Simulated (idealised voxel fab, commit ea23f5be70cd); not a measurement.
Herein follows the process module entitled voxel fin reveal.
Cross-sectional view cut (width: 210 nm; square cell size: 5 nm).
Each cross-section below is a grid of square cells, stated as bands in top-down order, with one or more rows of cells making up each band.
Heads up on the band format: heights come first, top then bottom, in nm. After that it's the materials left to right, each with its width in nm. A single material flagged "everywhere" fills the whole band edge to edge, and "air" means there's empty space there.
Height datum 0, below which the as-received substrate wafer is one material. Lowest band open at the bottom, running downward: "top 0, no bottom".
Top row gets the first number, bottom row gets the second, and each row in between changes by the same step: that is how a band width like "30..40" works.
Where the words "no modification" appear for a step, the cross-section shows no cell changed by that step; every cell remained as before.
What "Non-vented voids" gives you is every empty space of 8 cells or more that is cut off from the top. Each appears as width x height at distance, with the distance taken from the left edge and width, height and distance all in nm.
Note: text after step settings on the step line = simulator remark on that step.
overlay nm: step with mask; distance mask lay right of planned place; negative value = left of planned place.
The process steps that were planned are listed below
- 1: RECEIVE: material Si
- 2: CONFORMAL_DEP: material SiN, thk nm 10
- 3: DIRECTIONAL_DEP: material aC, thk nm 15
- 4: PATTERN: tone cover, mask id FINS, material resist, width nm 15, pitch nm 40, thk nm 35, overlay nm 0
- 5: DIRECTIONAL_ETCH: etch materials aC, depth nm 15
- 6: STRIP: etch materials resist
- 7: DIRECTIONAL_ETCH: etch materials SiN, depth nm 10
- 8: DIRECTIONAL_ETCH: etch materials Si, depth nm 35
- 9: STRIP: etch materials aC
- 10: FILL_DEP: material SiO2, thk nm 5
- 11: CMP: height nm 10
- 12: SELECTIVE_ETCH: etch materials SiO2, depth nm 30
- 13: STRIP: etch materials SiN
- 14: CONFORMAL_DEP: material SiO2, thk nm 5
Delivered wafer in cross-section: state after step 1
	top 0, no bottom | Si everywhere
	Non-vented voids: none
Below is the wafer in cross-section after the module was completed. It began from the starting point shown above and followed the plan shown above, except that one mistake was made while running it
	top 5, bottom 0 | air (50); SiO2 (25); air (15); SiO2 (25); air (15); SiO2 (25); air (55)
	top 0, bottom -15 | air (50); SiO2 (5); Si (15); SiO2 (5); air (15); SiO2 (5); Si (15); SiO2 (5); air (15); SiO2 (5); Si (15); SiO2 (5); air (55)
	top -15, bottom -70 | SiO2 (55); Si (15); SiO2 (25); Si (15); SiO2 (25); Si (15); SiO2 (60)
	top -70, no bottom | Si everywhere
	Non-vented voids: none
Against the plan, the run slipped here: the plan had its step 8 run twice
